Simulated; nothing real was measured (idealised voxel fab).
Title: Process Module voxel self aligned vias
230 nm wide, 5 nm square cells: that's cross-section cut.
Format of a cross-section: grid, square cells. Given as bands. Order: top down. Band: one or more rows of cells. Within each band entry, the heights of the top and of the bottom of the band appear first, in that order and in nm; the materials of the band then follow from left to right, each with its corresponding width in nm. The designation "throughout" on a single material indicates that it fills the band from edge to edge; the designation "empty" indicates empty space. Beneath 0, the wafer as received is one material, and that level is where height counting begins. The lowest band goes on downward without a bottom; it is written like "0 nm and below". Graded width ("30->40"): value in top row of band = first number; value in bottom row = second number; row-to-row change constant. No cell of the cross-section changed in a step that is given as "remained the same". "Fully sealed voids": empty spaces of 8 cells or more with no open way to the top, each given as width x height at distance, distance from the left edge, all in nm. Text after the settings on a step's line: the simulator's own remark on that step. "overlay nm" denotes, for a step that has a mask, the displacement of the mask to the right of its planned place, with negative values corresponding to the left.
PLANNED STEP LIST FOR THE PROCESS
- 1: RECEIVE,material Si
- 2: CONFORMAL_DEP,material SiO2,thk nm 15
- 3: CONFORMAL_DEP,material SiCN,thk nm 5
- 4: DIRECTIONAL_DEP,material lowk,thk nm 20
- 5: MASKED_ETCH,tone open,mask id LINES,width nm 30,pitch nm 55,etch materials lowk,depth nm 20,overlay nm 0
- 6: CONFORMAL_DEP,material TiN,thk nm 5
- 7: FILL_DEP,material W,thk nm 10
- 8: CMP,height nm 40
- 9: SELECTIVE_ETCH,etch materials W Ru TiN,depth nm 5
- 10: FILL_DEP,material SiN,thk nm 10
- 11: CMP,height nm 40
- 12: DIRECTIONAL_DEP,material lowk,thk nm 20
- 13: DIRECTIONAL_DEP,material aC,thk nm 15
- 14: PATTERN,tone open,mask id VIAS,material resist,width nm 40,thk nm 30,overlay nm 0
- 15: DIRECTIONAL_ETCH,etch materials aC,depth nm 15
- 16: STRIP,etch materials resist
- 17: DIRECTIONAL_ETCH,etch materials lowk,depth nm 20
- 18: DIRECTIONAL_ETCH,etch materials SiN,depth nm 5
- 19: STRIP,etch materials aC
- 20: CONFORMAL_DEP,material TiN,thk nm 5
- 21: FILL_DEP,material W,thk nm 10
- 22: CMP,height nm 60
- 23: CONFORMAL_DEP,material SiN,thk nm 5
FIRST WAFER OF TWO (RUN AS PLANNED)
SO THIS IS THE INCOMING WAFER IN CROSS-SECTION - IT'S ALREADY BEEN THROUGH STEP 1
> 0 nm and below = Si throughout
> Fully sealed voids: none
TAKE A LOOK AT THE WAFER'S CROSS-SECTION AFTER STEP 2
> 15 nm to 0 nm = SiO2 throughout
> No changes below 0.
TAKE A LOOK AT THE WAFER'S CROSS-SECTION AFTER STEP 3
> 20 nm to 15 nm = SiCN throughout
> No changes below 15.
TAKE A LOOK AT THE WAFER'S CROSS-SECTION AFTER STEP 4
> 40 nm to 20 nm = lowk throughout
> No changes below 20.
TAKE A LOOK AT THE WAFER'S CROSS-SECTION AFTER STEP 5
> 40 nm to 20 nm = lowk: 70 / empty: 30 / lowk: 25 / empty: 30 / lowk: 75
> No changes below 20.
TAKE A LOOK AT THE WAFER'S CROSS-SECTION AFTER STEP 6
> 45 nm to 40 nm = TiN: 75 / empty: 20 / TiN: 35 / empty: 20 / TiN: 80
> 40 nm to 25 nm = lowk: 70 / TiN: 5 / empty: 20 / TiN: 5 / lowk: 25 / TiN: 5 / empty: 20 / TiN: 5 / lowk: 75
> 25 nm to 20 nm = lowk: 70 / TiN: 30 / lowk: 25 / TiN: 30 / lowk: 75
> No changes below 20.
TAKE A LOOK AT THE WAFER'S CROSS-SECTION AFTER STEP 7
> 55 nm to 45 nm = W throughout
> 45 nm to 40 nm = TiN: 75 / W: 20 / TiN: 35 / W: 20 / TiN: 80
> 40 nm to 25 nm = lowk: 70 / TiN: 5 / W: 20 / TiN: 5 / lowk: 25 / TiN: 5 / W: 20 / TiN: 5 / lowk: 75
> No changes below 25.
TAKE A LOOK AT THE WAFER'S CROSS-SECTION AFTER STEP 8
> 40 nm to 25 nm = lowk: 70 / TiN: 5 / W: 20 / TiN: 5 / lowk: 25 / TiN: 5 / W: 20 / TiN: 5 / lowk: 75
> No changes below 25.
TAKE A LOOK AT THE WAFER'S CROSS-SECTION AFTER STEP 9
> 40 nm to 35 nm = lowk: 70 / empty: 30 / lowk: 25 / empty: 30 / lowk: 75
> No changes below 35.
TAKE A LOOK AT THE WAFER'S CROSS-SECTION AFTER STEP 10
> 50 nm to 40 nm = SiN throughout
> 40 nm to 35 nm = lowk: 70 / SiN: 30 / lowk: 25 / SiN: 30 / lowk: 75
> No changes below 35.
TAKE A LOOK AT THE WAFER'S CROSS-SECTION AFTER STEP 11
> 40 nm to 35 nm = lowk: 70 / SiN: 30 / lowk: 25 / SiN: 30 / lowk: 75
> No changes below 35.
TAKE A LOOK AT THE WAFER'S CROSS-SECTION AFTER STEP 12
> 60 nm to 40 nm = lowk throughout
> No changes below 40.
TAKE A LOOK AT THE WAFER'S CROSS-SECTION AFTER STEP 13
> 75 nm to 60 nm = aC throughout
> No changes below 60.
TAKE A LOOK AT THE WAFER'S CROSS-SECTION AFTER STEP 14
> 105 nm to 75 nm = resist: 65 / empty: 40 / resist: 125
> No changes below 75.
TAKE A LOOK AT THE WAFER'S CROSS-SECTION AFTER STEP 15
> 90 nm to 75 nm = resist: 65 / empty: 40 / resist: 125
> 75 nm to 60 nm = aC: 65 / empty: 40 / aC: 125
> No changes below 60.
TAKE A LOOK AT THE WAFER'S CROSS-SECTION AFTER STEP 16
> 75 nm to 60 nm = aC: 65 / empty: 40 / aC: 125
> No changes below 60.
TAKE A LOOK AT THE WAFER'S CROSS-SECTION AFTER STEP 17
> 75 nm to 60 nm = aC: 65 / empty: 40 / aC: 125
> 60 nm to 40 nm = lowk: 65 / empty: 40 / lowk: 125
> No changes below 40.
TAKE A LOOK AT THE WAFER'S CROSS-SECTION AFTER STEP 18
> 75 nm to 60 nm = aC: 65 / empty: 40 / aC: 125
> 60 nm to 40 nm = lowk: 65 / empty: 40 / lowk: 125
> 40 nm to 35 nm = lowk: 70 / empty: 30 / lowk: 25 / SiN: 30 / lowk: 75
> No changes below 35.
TAKE A LOOK AT THE WAFER'S CROSS-SECTION AFTER STEP 19
> 60 nm to 40 nm = lowk: 65 / empty: 40 / lowk: 125
> No changes below 40.
TAKE A LOOK AT THE WAFER'S CROSS-SECTION AFTER STEP 20
> 65 nm to 60 nm = TiN: 70 / empty: 30 / TiN: 130
> 60 nm to 45 nm = lowk: 65 / TiN: 5 / empty: 30 / TiN: 5 / lowk: 125
> 45 nm to 40 nm = lowk: 65 / TiN: 10 / empty: 20 / TiN: 10 / lowk: 125
> 40 nm to 35 nm = lowk: 70 / TiN: 30 / lowk: 25 / SiN: 30 / lowk: 75
> No changes below 35.
TAKE A LOOK AT THE WAFER'S CROSS-SECTION AFTER STEP 21
> 75 nm to 65 nm = W throughout
> 65 nm to 60 nm = TiN: 70 / W: 30 / TiN: 130
> 60 nm to 45 nm = lowk: 65 / TiN: 5 / W: 30 / TiN: 5 / lowk: 125
> 45 nm to 40 nm = lowk: 65 / TiN: 10 / W: 20 / TiN: 10 / lowk: 125
> No changes below 40.
TAKE A LOOK AT THE WAFER'S CROSS-SECTION AFTER STEP 22
> 60 nm to 45 nm = lowk: 65 / TiN: 5 / W: 30 / TiN: 5 / lowk: 125
> No changes below 45.
TAKE A LOOK AT THE WAFER'S CROSS-SECTION AFTER STEP 23
> 65 nm to 60 nm = SiN throughout
> No changes below 60.
WAFER TWO: LIKE WAFER ONE IN START AND PLAN, BUT WITH ONE MISTAKE IN EXECUTION; IDENTICAL UP TO AND INCLUDING STEP 1
SECOND WAFER: CROSS-SECTION AT THE SCHEDULED END OF STEP 2
> 30 nm to 0 nm = SiO2 throughout
> No changes below 0.
SECOND WAFER: CROSS-SECTION AT THE SCHEDULED END OF STEP 3
> 35 nm to 30 nm = SiCN throughout
> No changes below 30.
SECOND WAFER: CROSS-SECTION AT THE SCHEDULED END OF STEP 4
> 55 nm to 35 nm = lowk throughout
> No changes below 35.
SECOND WAFER: CROSS-SECTION AT THE SCHEDULED END OF STEP 5
> 55 nm to 35 nm = lowk: 70 / empty: 30 / lowk: 25 / empty: 30 / lowk: 75
> No changes below 35.
SECOND WAFER: CROSS-SECTION AT THE SCHEDULED END OF STEP 6
> 60 nm to 55 nm = TiN: 75 / empty: 20 / TiN: 35 / empty: 20 / TiN: 80
> 55 nm to 40 nm = lowk: 70 / TiN: 5 / empty: 20 / TiN: 5 / lowk: 25 / TiN: 5 / empty: 20 / TiN: 5 / lowk: 75
> 40 nm to 35 nm = lowk: 70 / TiN: 30 / lowk: 25 / TiN: 30 / lowk: 75
> No changes below 35.
SECOND WAFER: CROSS-SECTION AT THE SCHEDULED END OF STEP 7
> 70 nm to 60 nm = W throughout
> 60 nm to 55 nm = TiN: 75 / W: 20 / TiN: 35 / W: 20 / TiN: 80
> 55 nm to 40 nm = lowk: 70 / TiN: 5 / W: 20 / TiN: 5 / lowk: 25 / TiN: 5 / W: 20 / TiN: 5 / lowk: 75
> No changes below 40.
SECOND WAFER: CROSS-SECTION AT THE SCHEDULED END OF STEP 8
> 40 nm to 35 nm = lowk: 70 / TiN: 30 / lowk: 25 / TiN: 30 / lowk: 75
> No changes below 35.
SECOND WAFER: CROSS-SECTION AT THE SCHEDULED END OF STEP 9
> 40 nm to 35 nm = lowk: 70 / empty: 30 / lowk: 25 / empty: 30 / lowk: 75
> No changes below 35.
SECOND WAFER: CROSS-SECTION AT THE SCHEDULED END OF STEP 10
> 50 nm to 40 nm = SiN throughout
> 40 nm to 35 nm = lowk: 70 / SiN: 30 / lowk: 25 / SiN: 30 / lowk: 75
> No changes below 35.
SECOND WAFER: CROSS-SECTION AT THE SCHEDULED END OF STEP 11
> 40 nm to 35 nm = lowk: 70 / SiN: 30 / lowk: 25 / SiN: 30 / lowk: 75
> No changes below 35.
SECOND WAFER: CROSS-SECTION AT THE SCHEDULED END OF STEP 12
> 60 nm to 40 nm = lowk throughout
> No changes below 40.
SECOND WAFER: CROSS-SECTION AT THE SCHEDULED END OF STEP 13
> 75 nm to 60 nm = aC throughout
> No changes below 60.
SECOND WAFER: CROSS-SECTION AT THE SCHEDULED END OF STEP 14
> 105 nm to 75 nm = resist: 65 / empty: 40 / resist: 125
> No changes below 75.
SECOND WAFER: CROSS-SECTION AT THE SCHEDULED END OF STEP 15
> 90 nm to 75 nm = resist: 65 / empty: 40 / resist: 125
> 75 nm to 60 nm = aC: 65 / empty: 40 / aC: 125
> No changes below 60.
SECOND WAFER: CROSS-SECTION AT THE SCHEDULED END OF STEP 16
> 75 nm to 60 nm = aC: 65 / empty: 40 / aC: 125
> No changes below 60.
SECOND WAFER: CROSS-SECTION AT THE SCHEDULED END OF STEP 17
> 75 nm to 60 nm = aC: 65 / empty: 40 / aC: 125
> 60 nm to 40 nm = lowk: 65 / empty: 40 / lowk: 125
> No changes below 40.
SECOND WAFER: CROSS-SECTION AT THE SCHEDULED END OF STEP 18
> 75 nm to 60 nm = aC: 65 / empty: 40 / aC: 125
> 60 nm to 40 nm = lowk: 65 / empty: 40 / lowk: 125
> 40 nm to 35 nm = lowk: 70 / empty: 30 / lowk: 25 / SiN: 30 / lowk: 75
> No changes below 35.
SECOND WAFER: CROSS-SECTION AT THE SCHEDULED END OF STEP 19
> 60 nm to 40 nm = lowk: 65 / empty: 40 / lowk: 125
> No changes below 40.
SECOND WAFER: CROSS-SECTION AT THE SCHEDULED END OF STEP 20
> 65 nm to 60 nm = TiN: 70 / empty: 30 / TiN: 130
> 60 nm to 45 nm = lowk: 65 / TiN: 5 / empty: 30 / TiN: 5 / lowk: 125
> 45 nm to 40 nm = lowk: 65 / TiN: 10 / empty: 20 / TiN: 10 / lowk: 125
> 40 nm to 35 nm = lowk: 70 / TiN: 30 / lowk: 25 / SiN: 30 / lowk: 75
> No changes below 35.
SECOND WAFER: CROSS-SECTION AT THE SCHEDULED END OF STEP 21
> 75 nm to 65 nm = W throughout
> 65 nm to 60 nm = TiN: 70 / W: 30 / TiN: 130
> 60 nm to 45 nm = lowk: 65 / TiN: 5 / W: 30 / TiN: 5 / lowk: 125
> 45 nm to 40 nm = lowk: 65 / TiN: 10 / W: 20 / TiN: 10 / lowk: 125
> No changes below 40.
SECOND WAFER: CROSS-SECTION AT THE SCHEDULED END OF STEP 22
> 60 nm to 45 nm = lowk: 65 / TiN: 5 / W: 30 / TiN: 5 / lowk: 125
> No changes below 45.
SECOND WAFER: CROSS-SECTION AT THE SCHEDULED END OF STEP 23
> 65 nm to 60 nm = SiN throughout
> No changes below 60.
What went wrong in running the wafer? step 2 of the plan was executed twice over
The final cell counts differ between the wafers, with the second having more or fewer of some materials than the first: 138 more of SiO2, 20 fewer of TiN, 16 fewer of W, 102 fewer of lowk
